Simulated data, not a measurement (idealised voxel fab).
process module | voxel released beams
cross-section cut | 210 nm wide | cells 5 nm
A cross-section is a grid of square cells, given in bands from the top down. A band is one or more rows of cells.
Each band's line starts with the height of the band's top and of its bottom, in nm. Then come its materials from left to right, each with its width in nm. One material with "throughout" fills the band from edge to edge. "air" is empty space.
Height 0 is the level under which the wafer as received is all one material. The lowest band goes on downwards, as in "0 down".
A width such as "30 to 40" changes by the same amount from each row of cells to the next, from the band's top row to its bottom row.
"no change" after a step means that no cell of the cross-section changed.
closed voids: empty space of 8 cells or more with no open way to the top, each as width x height at its distance from the left edge, in nm
after a step's settings: what the simulator itself notes on the step
overlay nm, on a step with a mask: how far to the right of its planned place the mask lay; to the left if negative
plan
1 op RECEIVE | material Si
2 op CONFORMAL_DEP | material Al2O3 | thk nm 10
3 op DIRECTIONAL_DEP | material SiO2 | thk nm 10
4 op PATTERN | tone open | mask id ANCHOR | material resist | width nm 35 | thk nm 15 | overlay nm 0
5 op DIRECTIONAL_ETCH | etch materials SiO2 | depth nm 10
6 op STRIP | etch materials resist
7 op CONFORMAL_DEP | material SiN | thk nm 15
8 op PATTERN | tone cover | mask id BEAM | material resist | width nm 105 | thk nm 15 | overlay nm 0
9 op DIRECTIONAL_ETCH | etch materials SiN | depth nm 15
10 op STRIP | etch materials resist
11 op STRIP | etch materials SiO2
as received, after step 1
  0 down: Si throughout
  closed voids: none
a wafer at the end: this start, this plan, one mistake
  25 to 15: air 50 | SiN 20 | air 5 | SiN 80 | air 55
  15 to 10: air 50 | SiN 105 | air 55
  10 to 0: air 55 | SiN 35 | air 120
  0 down: Si throughout
  closed voids: none
what went wrong: step 2 was left out
